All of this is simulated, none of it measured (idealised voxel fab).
The following is a process module called voxel ribs on slabs.
Shown is cross-section cut, with a width of 190 nm and square cells of size 5 nm.
If you're reading a cross-section in this doc, picture square cells in a grid; it comes to you as bands, top ones listed first down to the bottom, and a band can be one or more rows of cells. Each band's line starts with the height of the band's top and of its bottom, in nm. Then come its materials from left to right, each with its width in nm. One material with "everywhere" fills the band from edge to edge. "blank" is empty space. It should be noted that heights are counted from 0, beneath which the wafer as supplied is of one material throughout, and that the lowest band possesses no lower boundary but continues downward, as written in "0 -> down". Graded width ("30..40"): value in top row of band = first number; value in bottom row = second number; row-to-row change constant. The designation "nothing was modified", where it is given for a processing step, indicates that no cell of the cross-section was altered in the course of that step. The entry titled "Entrapped voids" provides the empty spaces that have no open way to the top, restricted to those of 8 cells or more. Each is presented as width x height at distance, the distance being measured from the left edge, with all three in nm. It should be noted that, on the line of a given step, the content following the step's settings is a remark produced by the simulator itself with respect to that step. overlay nm, on a step with a mask: how far to the right of its planned place the mask lay; to the left if negative.

### The following list gives the planned process steps
1,op RECEIVE | material Si
2,op DIRECTIONAL_DEP | material SiO2 | thk nm 20
3,op DIRECTIONAL_DEP | material SiN | thk nm 20
4,op DIRECTIONAL_DEP | material aC | thk nm 10
5,op PATTERN | tone cover | mask id RIB | material resist | width nm 15 | thk nm 25 | overlay nm 0
6,op DIRECTIONAL_ETCH | etch materials aC | depth nm 10
7,op STRIP | etch materials resist
8,op DIRECTIONAL_ETCH | etch materials SiN | depth nm 15
9,op STRIP | etch materials aC
10,op PATTERN | tone cover | mask id SLAB | material resist | width nm 65 | thk nm 20 | overlay nm 0
11,op DIRECTIONAL_ETCH | etch materials SiN | depth nm 5
12,op STRIP | etch materials resist
13,op FILL_DEP | material SiO2 | thk nm 20
14,op CMP | height nm 50
15,op DIRECTIONAL_DEP | material W | thk nm 10
16,op PATTERN | tone cover | mask id HEATER | material resist | width nm 25 | thk nm 15 | overlay nm 0
17,op DIRECTIONAL_ETCH | etch materials W | depth nm 10
18,op STRIP | etch materials resist
19,op CONFORMAL_DEP | material SiN | thk nm 5

### As-received state of the wafer in cross-section, equivalent to post-step 1
0 -> down = Si everywhere
Entrapped voids: none

### Cross-sectional view of the first of the two wafers upon completion of the module, processed in accordance with the plan
65 -> 60 = 75 blank | 35 SiN | 80 blank
60 -> 55 = 75 blank | 5 SiN | 25 W | 5 SiN | 80 blank
55 -> 50 = 80 SiN | 25 W | 85 SiN
50 -> 40 = SiO2 everywhere
40 -> 25 = 85 SiO2 | 15 SiN | 90 SiO2
25 -> 20 = 60 SiO2 | 65 SiN | 65 SiO2
20 -> 0 = SiO2 everywhere
0 -> down = Si everywhere
Entrapped voids: none

### Second wafer of the two, sectioned at the end of the module. It began like the first and followed the same plan, but one mistake was made while running it
65 -> 60 = 75 blank | 35 SiN | 80 blank
60 -> 55 = 75 blank | 5 SiN | 25 W | 5 SiN | 80 blank
55 -> 50 = 80 SiN | 25 W | 85 SiN
50 -> 40 = 85..60 SiO2 | 15..65 SiN | 90..65 SiO2
40 -> 20 = SiN everywhere
20 -> 0 = SiO2 everywhere
0 -> down = Si everywhere
Entrapped voids: none
Finding, execution versus plan: step 3 of the plan was twice carried out
Wrapping up, a cell-based count of both wafers puts the second over or under the first for these materials: +146 SiN | -146 SiO2
